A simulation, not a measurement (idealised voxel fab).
The process module presented herein is designated voxel local oxidation.
In the cross-section labelled cut, the width is 295 nm and each square cell is 5 nm.
This document writes a cross-section as a grid whose cells are square, and gives it as bands, listed from the top down; one or more rows of cells form a band.
What a band's entry tells you: where the top is and where the bottom is, as heights in nm, and after that what lies inside, material by material from left to right, each with its width in nm. Empty space is written as the word "air", and a single material marked with the word "full width" occupies the band from edge to edge.
A quick word on heights: they are counted from 0, and under that level the wafer as it came to us is one material throughout. The lowest band is different from the rest in having no bottom; it simply continues downward, written as in "0..down".
With a width like "30->40", each row of cells in the band differs from the next by the same amount, the top row carrying the first number and the bottom row the second.
Where the words "remained unchanged" appear for a step, the cross-section shows no cell changed by that step; every cell remained as before.
The label "Enclosed void listing" introduces a list of the empty spaces, 8 cells or larger, that have no open way up to the top; each entry in it reads width x height at distance, where the distance is taken from the left edge and all three are stated in nm.
after a step's settings: what the simulator itself notes on the step
overlay nm: where the mask lay relative to plan, measured to the right, on steps with a mask; negatives go left.
-- plan
1. RECEIVE | material Si
2. CONFORMAL_DEP | material SiO2 | thk nm 5
3. CONFORMAL_DEP | material SiN | thk nm 10
4. DIRECTIONAL_DEP | material aC | thk nm 15
5. PATTERN | tone cover | mask id ACTIVE | material resist | width nm 100 | pitch nm 130 | thk nm 35 | overlay nm 0
6. DIRECTIONAL_ETCH | etch materials aC | depth nm 15
7. STRIP | etch materials resist
8. DIRECTIONAL_ETCH | etch materials SiN | depth nm 10
9. STRIP | etch materials aC
10. SELECTIVE_ETCH | etch materials SiO2 | depth nm 5
11. OXIDIZE | depth nm 10
12. STRIP | etch materials SiN
-- The first of two wafers, run as planned
-- Cross-section: wafer on arrival = after step 1
0..down | Si full width
Enclosed void listing: none
-- The wafer in cross-section once step 2 is complete
5..0 | SiO2 full width
Below 0, no change.
-- The wafer in cross-section once step 3 is complete
15..5 | SiN full width
Below 5, no change.
-- The wafer in cross-section once step 4 is complete
30..15 | aC full width
Below 15, no change.
-- The wafer in cross-section once step 5 is complete
65..30 | air (30)  resist (100)  air (30)  resist (100)  air (35)
Below 30, no change.
-- The wafer in cross-section once step 6 is complete
50..30 | air (30)  resist (100)  air (30)  resist (100)  air (35)
30..15 | air (30)  aC (100)  air (30)  aC (100)  air (35)
Below 15, no change.
-- The wafer in cross-section once step 7 is complete
30..15 | air (30)  aC (100)  air (30)  aC (100)  air (35)
Below 15, no change.
-- The wafer in cross-section once step 8 is complete
30..15 | air (30)  aC (100)  air (30)  aC (100)  air (35)
15..5 | air (30)  SiN (100)  air (30)  SiN (100)  air (35)
Below 5, no change.
-- The wafer in cross-section once step 9 is complete
15..5 | air (30)  SiN (100)  air (30)  SiN (100)  air (35)
Below 5, no change.
-- The wafer in cross-section once step 10 is complete
15..5 | air (30)  SiN (100)  air (30)  SiN (100)  air (35)
5..0 | air (35)  SiO2 (90)  air (40)  SiO2 (90)  air (40)
Below 0, no change.
-- The wafer in cross-section once step 11 is complete
15..5 | air (30)  SiN (100)  air (30)  SiN (100)  air (35)
5..0 | air (35)  SiO2 (90)  air (40)  SiO2 (90)  air (40)
0..-10 | SiO2 (45)  Si (70)  SiO2 (60)  Si (70)  SiO2 (50)
Below -10, no change.
-- The wafer in cross-section once step 12 is complete
5..0 | air (35)  SiO2 (90)  air (40)  SiO2 (90)  air (40)
Below 0, no change.
-- Okay, second wafer. Nothing different at the start, nothing different in the plan, just one mistake somewhere in the running. As far as step 4, counting that step, it's the first wafer all over again
-- The second wafer in cross-section, at the planned close of step 5
65..30 | air (40)  resist (100)  air (30)  resist (100)  air (25)
Below 30, no change.
-- The second wafer in cross-section, at the planned close of step 6
50..30 | air (40)  resist (100)  air (30)  resist (100)  air (25)
30..15 | air (40)  aC (100)  air (30)  aC (100)  air (25)
Below 15, no change.
-- The second wafer in cross-section, at the planned close of step 7
30..15 | air (40)  aC (100)  air (30)  aC (100)  air (25)
Below 15, no change.
-- The second wafer in cross-section, at the planned close of step 8
30..15 | air (40)  aC (100)  air (30)  aC (100)  air (25)
15..5 | air (40)  SiN (100)  air (30)  SiN (100)  air (25)
Below 5, no change.
-- The second wafer in cross-section, at the planned close of step 9
15..5 | air (40)  SiN (100)  air (30)  SiN (100)  air (25)
Below 5, no change.
-- The second wafer in cross-section, at the planned close of step 10
15..5 | air (40)  SiN (100)  air (30)  SiN (100)  air (25)
5..0 | air (45)  SiO2 (90)  air (40)  SiO2 (90)  air (30)
Below 0, no change.
-- The second wafer in cross-section, at the planned close of step 11
15..5 | air (40)  SiN (100)  air (30)  SiN (100)  air (25)
5..0 | air (45)  SiO2 (90)  air (40)  SiO2 (90)  air (30)
0..-10 | SiO2 (55)  Si (70)  SiO2 (60)  Si (70)  SiO2 (40)
Below -10, no change.
-- The second wafer in cross-section, at the planned close of step 12
5..0 | air (45)  SiO2 (90)  air (40)  SiO2 (90)  air (30)
Below 0, no change.
Diagnosis: step 5 went in with a setting other than planned; the actual run was PATTERN | tone cover | mask id ACTIVE | material resist | width nm 100 | pitch nm 130 | thk nm 35 | overlay nm 10
When the process is done, the second wafer contains the same cell count of every material as the first wafer, but distributed over other locations.
